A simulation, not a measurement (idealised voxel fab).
Process module heading - voxel lift off
Cross-section cut spans 250 nm and uses square cells 5 nm in size.
For the purposes of this document, a cross-section shall be understood as a grid of square cells, specified as bands listed in top-to-bottom order, each band consisting of one or more rows of cells.
Band: top height; bottom height; in nm. Then, left to right: material with width in nm, for each material. "full width": a single material spanning edge to edge. "air": empty space.
Heights are reckoned from 0. Under this level, the received wafer is all of one material. The bottommost band is open-ended downward, for example "0 nm and below".
Read "30->40" as a graded width: first number on top, second number at the bottom, same change between each pair of neighbouring rows.
The designation "stayed the same", where it is given for a processing step, indicates that no cell of the cross-section was altered in the course of that step.
"Entrapped voids": sealed empty spaces, 8 cells or more, no open way to top, listed width x height at distance, with distance from the left edge and width, height and distance in nm.
Formally, on a step line, whatever follows the settings is a remark that the simulator itself makes on the step.
"overlay nm" answers the question of how far to the right of plan the mask lay on a step that has a mask, and when it is negative the answer is to the left.
-- Here's what the planned process steps look like
1) RECEIVE [material Si]
2) CONFORMAL_DEP [material SiO2] [thk nm 15]
3) PATTERN [tone open] [mask id LINES] [material resist] [width nm 15] [pitch nm 30] [thk nm 25] [overlay nm 0]
4) DIRECTIONAL_DEP [material Ru] [thk nm 15]
5) STRIP [etch materials resist]
6) CONFORMAL_DEP [material SiCN] [thk nm 5]
-- Wafer at receipt (post step 1), cross-section
  0 nm and below: Si full width
  Entrapped voids: none
-- Cross-sectional image of the first of two wafers at the end of the module, the run having proceeded as planned
  35 nm to 30 nm: air (80); SiCN (25); air (5); SiCN (25); air (5); SiCN (25); air (85)
  30 nm to 20 nm: air (80); SiCN (5); Ru (15); SiCN (5); air (5); SiCN (5); Ru (15); SiCN (5); air (5); SiCN (5); Ru (15); SiCN (5); air (85)
  20 nm to 15 nm: SiCN (85); Ru (15); SiCN (15); Ru (15); SiCN (15); Ru (15); SiCN (90)
  15 nm to 0 nm: SiO2 full width
  0 nm and below: Si full width
  Entrapped voids: none
-- This is the second of the two wafers, cross-sectioned at the end of the module; it started exactly like the first and was given the same plan, but it was run with one mistake
  50 nm to 45 nm: air (80); SiCN (25); air (5); SiCN (25); air (5); SiCN (25); air (85)
  45 nm to 35 nm: air (80); SiCN (5); Ru (15); SiCN (5); air (5); SiCN (5); Ru (15); SiCN (5); air (5); SiCN (5); Ru (15); SiCN (5); air (85)
  35 nm to 30 nm: SiCN (85); Ru (15); SiCN (15); Ru (15); SiCN (15); Ru (15); SiCN (90)
  30 nm to 0 nm: SiO2 full width
  0 nm and below: Si full width
  Entrapped voids: none
So what did we get wrong on this run? twice, step 2 of the plan was run
Cell-count delta at end, second wafer over first, by material: +150 SiO2
